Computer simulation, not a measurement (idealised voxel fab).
The following is a process module called voxel wiring stack.
Cross-section cut spans 235 nm and uses square cells 5 nm in size.
Think of the cross-section as a grid of square cells. We describe it in bands, top to bottom, and each band covers one or more rows of those cells. Heights first: top, then bottom, in nm. Then materials, left to right, each with a width in nm. "edge to edge" on a single material: fills the band edge to edge. "air": empty space. We count height from 0. Below that, the starting wafer is all one material. The lowest band never ends at the bottom but goes on down; see "z 0 and below" for how that is written. Width: "30..40" (first number = top row, second number = bottom row, same change from row to row of cells). "nothing altered" (step): cross-section cells unchanged, all of them. Closed internal voids: empty space of 8 cells or more with no open way to the top, each as width x height at its distance from the left edge, in nm. Post-settings text on a step line: simulator's own remark regarding the step. "overlay nm" denotes, for a step that has a mask, the displacement of the mask to the right of its planned place, with negative values corresponding to the left.

-- Planned step list for the process
step 1: RECEIVE with material Si
step 2: CONFORMAL_DEP with material SiO2, thk nm 10
step 3: CONFORMAL_DEP with material SiN, thk nm 5
step 4: DIRECTIONAL_DEP with material lowk, thk nm 25
step 5: DIRECTIONAL_DEP with material aC, thk nm 15
step 6: PATTERN with tone open, mask id METAL_1, material resist, width nm 25, pitch nm 45, thk nm 30, overlay nm 0
step 7: DIRECTIONAL_ETCH with etch materials aC, depth nm 15
step 8: STRIP with etch materials resist
step 9: DIRECTIONAL_ETCH with etch materials lowk, depth nm 25
step 10: DIRECTIONAL_ETCH with etch materials SiN, depth nm 5
step 11: STRIP with etch materials aC
step 12: CONFORMAL_DEP with material TiN, thk nm 5
step 13: FILL_DEP with material Ru, thk nm 10
step 14: CMP with height nm 40
step 15: CONFORMAL_DEP with material SiCN, thk nm 5
step 16: DIRECTIONAL_DEP with material lowk, thk nm 30
step 17: PATTERN with tone open, mask id METAL_2_HOLES, material resist, width nm 15, pitch nm 90, thk nm 20, overlay nm 0
step 18: DIRECTIONAL_ETCH with etch materials lowk, depth nm 30
step 19: STRIP with etch materials resist
step 20: PATTERN with tone open, mask id METAL_2, material resist, width nm 25, pitch nm 45, thk nm 15, overlay nm 0
step 21: DIRECTIONAL_ETCH with etch materials lowk, depth nm 15
step 22: DIRECTIONAL_ETCH with etch materials SiCN, depth nm 5
step 23: STRIP with etch materials resist
step 24: CONFORMAL_DEP with material TiN, thk nm 5
step 25: FILL_DEP with material Cu, thk nm 10
step 26: CMP with height nm 75
step 27: CONFORMAL_DEP with material SiCN, thk nm 5
step 28: DIRECTIONAL_DEP with material SiO2, thk nm 30
step 29: MASKED_ETCH with tone open, mask id METAL_3, width nm 25, pitch nm 45, etch materials SiO2, depth nm 15, overlay nm 0
step 30: PATTERN with tone open, mask id METAL_3_HOLES, material resist, width nm 15, pitch nm 90, thk nm 20, overlay nm 0
step 31: DIRECTIONAL_ETCH with etch materials SiO2, depth nm 15
step 32: DIRECTIONAL_ETCH with etch materials SiCN, depth nm 5
step 33: STRIP with etch materials resist
step 34: CONFORMAL_DEP with material TiN, thk nm 5
step 35: FILL_DEP with material Ru, thk nm 5
step 36: CMP with height nm 110
step 37: CONFORMAL_DEP with material SiN, thk nm 5

-- Wafer as received: cross-section following step 1
z 0 and below: Si edge to edge
Closed internal voids: none

-- The cross-section shown corresponds to the wafer at the conclusion of the module. The initial structure and the process plan are those presented above; however, one mistake occurred in executing the plan
z 115 to 110: SiN edge to edge
z 110 to 100: SiO2=60  TiN=5  Ru=15  TiN=5  SiO2=20  TiN=5  Ru=15  TiN=5  SiO2=20  TiN=5  Ru=15  TiN=5  SiO2=60
z 100 to 95: SiO2=60  TiN=10  Ru=5  TiN=10  SiO2=20  TiN=25  SiO2=20  TiN=10  Ru=5  TiN=10  SiO2=60
z 95 to 80: SiO2=65  TiN=5  Ru=5  TiN=5  SiO2=75  TiN=5  Ru=5  TiN=5  SiO2=65
z 80 to 75: SiCN=65  TiN=15  SiCN=75  TiN=15  SiCN=65
z 75 to 65: lowk=60  TiN=5  Cu=15  TiN=5  lowk=20  TiN=5  Cu=15  TiN=5  lowk=20  TiN=5  Cu=15  TiN=5  lowk=60
z 65 to 60: lowk=60  TiN=5  Cu=5  TiN=15  lowk=20  TiN=25  lowk=20  TiN=5  Cu=5  TiN=15  lowk=60
z 60 to 45: lowk=60  TiN=5  Cu=5  TiN=5  lowk=75  TiN=5  Cu=5  TiN=5  lowk=70
z 45 to 40: SiCN=60  TiN=15  SiCN=75  TiN=15  SiCN=70
z 40 to 15: lowk=60  TiN=5  Ru=15  TiN=5  lowk=20  TiN=5  Ru=15  TiN=5  lowk=20  TiN=5  Ru=15  TiN=5  lowk=60
z 15 to 10: SiN=60  TiN=25  SiN=20  TiN=25  SiN=20  TiN=25  SiN=60
z 10 to 0: SiO2 edge to edge
z 0 and below: Si edge to edge
Closed internal voids: none
Finding, execution versus plan: step 30 ran with different settings than intended, the actual operation and settings being PATTERN with tone open, mask id METAL_3_HOLES, material resist, width nm 15, pitch nm 90, thk nm 20, overlay nm 5
